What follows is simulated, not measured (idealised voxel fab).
Process module under the name voxel capacitor over wiring
The cross-section on display is named cut; it measures 180 nm wide, and its cells are 5 nm squares.
This document writes a cross-section as a grid whose cells are square, and gives it as bands, listed from the top down; one or more rows of cells form a band.
Per band: top height and bottom height in nm, followed by the left-to-right materials and their widths in nm; "everywhere" marks a single material spanning edge to edge, "empty" marks empty space.
Heads up on the height convention: 0 is the point under which the incoming wafer is all one material, and the lowest band has no bottom, it just keeps going down, like "0 and below".
Note: "30->40" means the width goes from the first number (top row of the band) to the second number (bottom row) in equal steps per row of cells.
"nothing was modified" (step): cross-section cells unchanged, all of them.
Closed-off voids of 8+ cells (no open route to the top) go in "Encapsulated voids", written width x height at distance from the left edge, in nm.
Past the settings on a step's line: simulator remark, on that step.
The line of a step may include "overlay nm". On a step with a mask, this value is how far to the right of its planned place the mask lay. A negative value means the mask lay to the left.
-- The process steps that were planned are listed below
1,op RECEIVE | material Si
2,op CONFORMAL_DEP | material SiO2 | thk nm 10
3,op CONFORMAL_DEP | material SiCN | thk nm 5
4,op DIRECTIONAL_DEP | material lowk | thk nm 20
5,op MASKED_ETCH | tone open | mask id METAL_1 | width nm 25 | pitch nm 95 | etch materials lowk | depth nm 20 | overlay nm 0
6,op MASKED_ETCH | tone open | mask id METAL_1 | width nm 25 | pitch nm 95 | etch materials SiCN | depth nm 5 | overlay nm 0
7,op CONFORMAL_DEP | material TiN | thk nm 5
8,op FILL_DEP | material Cu | thk nm 5
9,op CMP | height nm 35
10,op CONFORMAL_DEP | material SiCN | thk nm 5
11,op DIRECTIONAL_DEP | material SiO2 | thk nm 20
12,op MASKED_ETCH | tone open | mask id PLUG_1 | width nm 15 | etch materials SiO2 | depth nm 20 | overlay nm 0
13,op MASKED_ETCH | tone open | mask id PLUG_1 | width nm 15 | etch materials SiCN | depth nm 5 | overlay nm 0
14,op CONFORMAL_DEP | material TiN | thk nm 5
15,op FILL_DEP | material W | thk nm 10
16,op CMP | height nm 60
17,op DIRECTIONAL_DEP | material TiN | thk nm 10
18,op DIRECTIONAL_DEP | material SiN | thk nm 5
19,op DIRECTIONAL_DEP | material TiN | thk nm 5
20,op DIRECTIONAL_DEP | material aC | thk nm 15
21,op PATTERN | tone cover | mask id UPPER_PLATE | material resist | width nm 75 | thk nm 30 | overlay nm 0
22,op DIRECTIONAL_ETCH | etch materials aC | depth nm 15
23,op STRIP | etch materials resist
24,op DIRECTIONAL_ETCH | etch materials TiN | depth nm 5
25,op DIRECTIONAL_ETCH | etch materials SiN | depth nm 5
26,op STRIP | etch materials aC
27,op PATTERN | tone cover | mask id LOWER_PLATE | material resist | width nm 85 | thk nm 15 | overlay nm 0
28,op DIRECTIONAL_ETCH | etch materials TiN | depth nm 10
29,op STRIP | etch materials resist
30,op FILL_DEP | material SiO2 | thk nm 15
31,op CMP | height nm 90
32,op DIRECTIONAL_DEP | material aC | thk nm 15
33,op PATTERN | tone open | mask id PLUG_2 | material resist | width nm 15 | thk nm 35 | overlay nm 0
34,op DIRECTIONAL_ETCH | etch materials aC | depth nm 15
35,op STRIP | etch materials resist
36,op DIRECTIONAL_ETCH | etch materials SiO2 | depth nm 10
37,op STRIP | etch materials aC
38,op CONFORMAL_DEP | material TiN | thk nm 5
39,op FILL_DEP | material W | thk nm 10
40,op CMP | height nm 90
41,op CONFORMAL_DEP | material SiCN | thk nm 5
-- Received-state cross-section, reflecting completion of step 1
    0 and below | Si everywhere
    Encapsulated voids: none
-- The module was run from the start shown above using the plan shown above, but one mistake was made doing it; the resulting wafer cross-section is below
    95 down to 90 | SiCN everywhere
    90 down to 85 | SiO2=50 / TiN=5 / W=5 / TiN=5 / SiO2=115
    85 down to 75 | SiO2=50->40 / TiN=15->75 / SiO2=115->65
    75 down to 70 | SiO2=40 / SiN=75 / SiO2=65
    70 down to 65 | SiO2=35 / TiN=85 / SiO2=60
    65 down to 60 | TiN everywhere
    60 down to 40 | SiO2=40 / TiN=5 / W=5 / TiN=5 / SiO2=125
    40 down to 35 | SiCN=40 / TiN=15 / SiCN=125
    35 down to 15 | lowk=30 / TiN=5 / Cu=15 / TiN=5 / lowk=70 / TiN=5 / Cu=15 / TiN=5 / lowk=30
    15 down to 10 | SiCN=30 / TiN=25 / SiCN=70 / TiN=25 / SiCN=30
    10 down to 0 | SiO2 everywhere
    0 and below | Si everywhere
    Encapsulated voids: none
Here's what went sideways: rather than as planned, step 28 actually ran as op DIRECTIONAL_ETCH | etch materials TiN | depth nm 5
